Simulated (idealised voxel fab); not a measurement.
Process module heading - voxel self aligned contacts
Square cells of 5 nm make up the cross-section cut, whose width is 195 nm.
Just so we're on the same page, the cross-sections are grids of square cells, and they're listed out in bands top to bottom, each band one or more rows deep.
Each band's line starts with the height of the band's top and of its bottom, in nm. Then come its materials from left to right, each with its width in nm. One material with "edge to edge" fills the band from edge to edge. "blank" is empty space.
Heads up on the height convention: 0 is the point under which the incoming wafer is all one material, and the lowest band has no bottom, it just keeps going down, like "0 down".
It should be noted that a width expressed as "30->40" varies in equal increments from row to row of cells within the band, taking the value of the first number at the top row and that of the second number at the bottom row.
Key: "no change occurred" - step with no changed cell in the cross-section.
For the entry "Closed empty spaces", the listed items are empty spaces with no open way to the top whose size is 8 cells or more; each item follows the pattern width x height at distance, where distance is from the left edge and all three are in nm.
Step line, after settings: the simulator's comment on this step.
overlay nm, on a step with a mask: how far to the right of its planned place the mask lay; to the left if negative
Planned process steps
1,RECEIVE (material Si)
2,OXIDIZE (depth nm 5)
3,DIRECTIONAL_DEP (material polySi; thk nm 20)
4,DIRECTIONAL_DEP (material SiN; thk nm 20)
5,DIRECTIONAL_DEP (material aC; thk nm 15)
6,PATTERN (tone cover; mask id GATE; material resist; width nm 25; pitch nm 65; thk nm 30; overlay nm 0)
7,DIRECTIONAL_ETCH (etch materials aC; depth nm 15)
8,STRIP (etch materials resist)
9,DIRECTIONAL_ETCH (etch materials SiN; depth nm 20)
10,DIRECTIONAL_ETCH (etch materials polySi; depth nm 20)
11,STRIP (etch materials aC)
12,CONFORMAL_DEP (material SiN; thk nm 10)
13,DIRECTIONAL_ETCH (etch materials SiN; depth nm 10)
14,FILL_DEP (material SiO2; thk nm 20)
15,CMP (height nm 50)
16,PATTERN (tone open; mask id CONTACT; material resist; width nm 50; pitch nm 65; thk nm 20; overlay nm 0)
17,DIRECTIONAL_ETCH (etch materials SiO2; depth nm 55)
18,STRIP (etch materials resist)
19,CONFORMAL_DEP (material TiN; thk nm 5)
20,FILL_DEP (material Ru; thk nm 5)
21,CMP (height nm 50)
22,CONFORMAL_DEP (material SiCN; thk nm 5)
As-received wafer cross-section (after step 1)
- 0 down | Si edge to edge
- Closed empty spaces: none
Below is the wafer in cross-section after the module was completed. It began from the starting point shown above and followed the plan shown above, except that one mistake was made while running it
- 55 to 50 | SiCN edge to edge
- 50 to 35 | SiO2: 40 / TiN: 5 / Ru: 40 / TiN: 5 / SiO2: 15 / TiN: 5 / Ru: 40 / TiN: 5 / SiO2: 40
- 35 to 30 | SiO2: 40 / TiN: 10 / Ru: 30 / TiN: 10 / SiO2: 15 / TiN: 10 / Ru: 30 / TiN: 10 / SiO2: 40
- 30 to 20 | SiO2: 20 / SiN: 25 / TiN: 5 / Ru: 30 / TiN: 5 / SiN: 25 / TiN: 5 / Ru: 30 / TiN: 5 / SiN: 25 / SiO2: 20
- 20 to 0 | SiO2: 20 / polySi: 25 / TiN: 5 / Ru: 30 / TiN: 5 / polySi: 25 / TiN: 5 / Ru: 30 / TiN: 5 / polySi: 25 / SiO2: 20
- 0 to -5 | SiO2: 45 / TiN: 40 / SiO2: 25 / TiN: 40 / SiO2: 45
- -5 down | Si edge to edge
- Closed empty spaces: none
In executing the process, a mistake was made relative to the plan: plan step 12 skipped
